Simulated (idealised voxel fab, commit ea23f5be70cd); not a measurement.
This is a process module. Its name is voxel self aligned vias.
Square cells of 5 nm make up the cross-section cut, whose width is 150 nm.
This document writes a cross-section as a grid whose cells are square, and gives it as bands, listed from the top down; one or more rows of cells form a band.
What a band's entry tells you: where the top is and where the bottom is, as heights in nm, and after that what lies inside, material by material from left to right, each with its width in nm. Empty space is written as the word "empty", and a single material marked with the word "throughout" occupies the band from edge to edge.
Below 0: as-received wafer, all one material; heights counted from there. Lowest band: no bottom, goes on down, written "0 and below".
A two-number width, for instance "30->40", indicates that the width is equal to the first number in the top row of the band and to the second number in the bottom row, and that it changes by a constant amount per row of cells.
The cross-section has no changed cell in any step marked "no modifications".
Entry "Closed cavities" = empty spaces >= 8 cells with no open way to the top; each as width x height at distance, distance from left edge, all nm.
Read whatever lies past the settings on a step's line as the simulator's own remark about the step.
When a step includes a mask, the "overlay nm" setting on its line states how far to the right of its planned place that mask lay, and negative values state how far to the left.
**Planned process steps**
| 1 | op RECEIVE | material Si |
| 2 | op CONFORMAL_DEP | material SiO2 | thk nm 10 |
| 3 | op CONFORMAL_DEP | material SiCN | thk nm 5 |
| 4 | op DIRECTIONAL_DEP | material SiO2 | thk nm 30 |
| 5 | op MASKED_ETCH | tone open | mask id LINES | width nm 30 | pitch nm 55 | etch materials SiO2 | depth nm 30 | overlay nm 0 |
| 6 | op CONFORMAL_DEP | material TiN | thk nm 5 |
| 7 | op FILL_DEP | material Ru | thk nm 5 |
| 8 | op CMP | height nm 45 |
| 9 | op SELECTIVE_ETCH | etch materials W Ru TiN | depth nm 10 |
| 10 | op FILL_DEP | material SiN | thk nm 10 |
| 11 | op CMP | height nm 45 |
| 12 | op DIRECTIONAL_DEP | material SiO2 | thk nm 15 |
| 13 | op PATTERN | tone open | mask id VIAS | material resist | width nm 40 | thk nm 20 | overlay nm 0 |
| 14 | op DIRECTIONAL_ETCH | etch materials SiO2 | depth nm 15 |
| 15 | op DIRECTIONAL_ETCH | etch materials SiN | depth nm 10 |
| 16 | op STRIP | etch materials resist |
| 17 | op CONFORMAL_DEP | material TiN | thk nm 5 |
| 18 | op FILL_DEP | material Cu | thk nm 5 |
| 19 | op CMP | height nm 60 |
| 20 | op CONFORMAL_DEP | material SiCN | thk nm 5 |
**Cross-section: wafer on arrival = after step 1**
    0 and below  Si throughout
    Closed cavities: none
**Wafer cross-section at module end: first of two, run to plan**
    65 down to 60  SiCN throughout
    60 down to 50  SiO2=25; TiN=5; Cu=30; TiN=5; SiO2=85
    50 down to 45  SiO2=25; TiN=10; Cu=20; TiN=10; SiO2=85
    45 down to 40  SiO2=30; TiN=5; Cu=20; TiN=5; SiO2=25; SiN=30; SiO2=35
    40 down to 35  SiO2=30; TiN=30; SiO2=25; SiN=30; SiO2=35
    35 down to 20  SiO2=30; TiN=5; Ru=20; TiN=5; SiO2=25; TiN=5; Ru=20; TiN=5; SiO2=35
    20 down to 15  SiO2=30; TiN=30; SiO2=25; TiN=30; SiO2=35
    15 down to 10  SiCN throughout
    10 down to 0  SiO2 throughout
    0 and below  Si throughout
    Closed cavities: none
**Wafer two, end of module, cross-section. Same start, same plan as wafer one. One mistake in the run**
    65 down to 60  SiCN throughout
    60 down to 50  SiO2=25; TiN=5; Cu=30; TiN=5; SiO2=85
    50 down to 45  SiO2=25; TiN=15; Cu=15; TiN=10; SiO2=85
    45 down to 40  SiO2=35; TiN=5; Cu=15; TiN=5; SiO2=30; SiN=25; SiO2=35
    40 down to 35  SiO2=35; TiN=25; SiO2=30; SiN=25; SiO2=35
    35 down to 20  SiO2=35; TiN=5; Ru=15; TiN=5; SiO2=30; TiN=5; Ru=15; TiN=5; SiO2=35
    20 down to 15  SiO2=35; TiN=25; SiO2=30; TiN=25; SiO2=35
    15 down to 10  SiCN throughout
    10 down to 0  SiO2 throughout
    0 and below  Si throughout
    Closed cavities: none
It is concluded that the wafer was processed incorrectly with respect to the plan, in that step 5 was run on a setting that differed from the plan, and what really ran there is op MASKED_ETCH | tone open | mask id LINES | width nm 25 | pitch nm 55 | etch materials SiO2 | depth nm 30 | overlay nm 0
Per the end-of-run cell counts, the second wafer holds more or fewer of some materials than the first: Cu -2 | Ru -6 | SiN -2 | SiO2 +12 | TiN -2
